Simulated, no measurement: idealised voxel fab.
A process module follows: voxel released beams.
We display cut, a cross-section 165 nm in width whose square cells are each 5 nm.
Heads up, the way a cross-section reads in here is a grid of square cells, handed over as bands from the top down, with every band being one or more rows of cells.
Top, bottom (nm), then materials left to right with widths (nm); lone material tagged "everywhere" fills the whole band edge to edge; "air" = empty space.
Height reference: 0 = level under which incoming wafer is all one material. Lowest band: no bottom, runs on downward, e.g. "from 0 down".
Per-row width for "30..40": begins at first number (top row of band), ends at second number (bottom row), increment between rows held constant.
Reading "stayed the same" for a step: not a cell of the cross-section changed in it.
So "Sealed internal cavities" is basically the list of trapped voids: any empty space of 8 cells or more that can't reach the top through an opening. They're written width x height at distance, the distance being from the left edge, and it's all nm.
That trailing text on a step's line, after the settings, is the simulator's own remark on the step.
The "overlay nm" setting may appear on a step's line; for a step that uses a mask, it gives how far to the right of its planned position the mask lay, and a negative value indicates the left.
**These are the steps we planned for the process**
1 RECEIVE: material Si
2 CONFORMAL_DEP: material Al2O3, thk nm 10
3 DIRECTIONAL_DEP: material SiO2, thk nm 15
4 PATTERN: tone open, mask id ANCHOR, material resist, width nm 30, thk nm 15, overlay nm 0
5 DIRECTIONAL_ETCH: etch materials SiO2, depth nm 15
6 STRIP: etch materials resist
7 CONFORMAL_DEP: material W, thk nm 10
8 PATTERN: tone cover, mask id BEAM, material resist, width nm 110, thk nm 20, overlay nm 0
9 DIRECTIONAL_ETCH: etch materials W, depth nm 10
10 STRIP: etch materials resist
11 STRIP: etch materials SiO2
**First of two wafers, processed according to plan**
**Wafer as received: cross-section following step 1**
- from 0 down | Si everywhere
- Sealed internal cavities: none
**Sectional view: wafer, after step 2**
- from 10 to 0 | Al2O3 everywhere
- Whatever lies below 0 is exactly as it was before.
**Sectional view: wafer, after step 3**
- from 25 to 10 | SiO2 everywhere
- Whatever lies below 10 is exactly as it was before.
**Sectional view: wafer, after step 4**
- from 40 to 25 | 30 resist / 30 air / 105 resist
- Whatever lies below 25 is exactly as it was before.
**Sectional view: wafer, after step 5**
- from 40 to 25 | 30 resist / 30 air / 105 resist
- from 25 to 10 | 30 SiO2 / 30 air / 105 SiO2
- Whatever lies below 10 is exactly as it was before.
**Sectional view: wafer, after step 6**
- from 25 to 10 | 30 SiO2 / 30 air / 105 SiO2
- Whatever lies below 10 is exactly as it was before.
**Sectional view: wafer, after step 7**
- from 35 to 25 | 40 W / 10 air / 115 W
- from 25 to 20 | 30 SiO2 / 10 W / 10 air / 10 W / 105 SiO2
- from 20 to 10 | 30 SiO2 / 30 W / 105 SiO2
- Whatever lies below 10 is exactly as it was before.
**Sectional view: wafer, after step 8**
- from 55 to 35 | 25 air / 110 resist / 30 air
- from 35 to 25 | 40 W / 10 resist / 115 W
- from 25 to 20 | 30 SiO2 / 10 W / 10 resist / 10 W / 105 SiO2
- Whatever lies below 20 is exactly as it was before.
**Sectional view: wafer, after step 9**
- from 55 to 35 | 25 air / 110 resist / 30 air
- from 35 to 25 | 25 air / 15 W / 10 resist / 85 W / 30 air
- Whatever lies below 25 is exactly as it was before.
**Sectional view: wafer, after step 10**
- from 35 to 25 | 25 air / 15 W / 10 air / 85 W / 30 air
- from 25 to 20 | 30 SiO2 / 10 W / 10 air / 10 W / 105 SiO2
- Whatever lies below 20 is exactly as it was before.
**Sectional view: wafer, after step 11**
- from 35 to 25 | 25 air / 15 W / 10 air / 85 W / 30 air
- from 25 to 20 | 30 air / 10 W / 10 air / 10 W / 105 air
- from 20 to 10 | 30 air / 30 W / 105 air
- Whatever lies below 10 is exactly as it was before.
**Second Wafer (Identical Start and Plan, One Processing Error; Matches First Wafer Through Step 7)**
**Cross-section of the second wafer at the time by which step 8 should have been completed according to the plan**
- from 55 to 35 | 20 air / 120 resist / 25 air
- from 35 to 25 | 40 W / 10 resist / 115 W
- from 25 to 20 | 30 SiO2 / 10 W / 10 resist / 10 W / 105 SiO2
- Whatever lies below 20 is exactly as it was before.
**Cross-section of the second wafer at the time by which step 9 should have been completed according to the plan**
- from 55 to 35 | 20 air / 120 resist / 25 air
- from 35 to 25 | 20 air / 20 W / 10 resist / 90 W / 25 air
- Whatever lies below 25 is exactly as it was before.
**Cross-section of the second wafer at the time by which step 10 should have been completed according to the plan**
- from 35 to 25 | 20 air / 20 W / 10 air / 90 W / 25 air
- from 25 to 20 | 30 SiO2 / 10 W / 10 air / 10 W / 105 SiO2
- Whatever lies below 20 is exactly as it was before.
**Cross-section of the second wafer at the time by which step 11 should have been completed according to the plan**
- from 35 to 25 | 20 air / 20 W / 10 air / 90 W / 25 air
- from 25 to 20 | 30 air / 10 W / 10 air / 10 W / 105 air
- from 20 to 10 | 30 air / 30 W / 105 air
- Whatever lies below 10 is exactly as it was before.
Short version of what went wrong: step 8 did not happen as planned, as run it was PATTERN: tone cover, mask id BEAM, material resist, width nm 120, thk nm 20, overlay nm 0
FYI, end of process, the second wafer has more or fewer cells of some materials than the first: 4 more of W
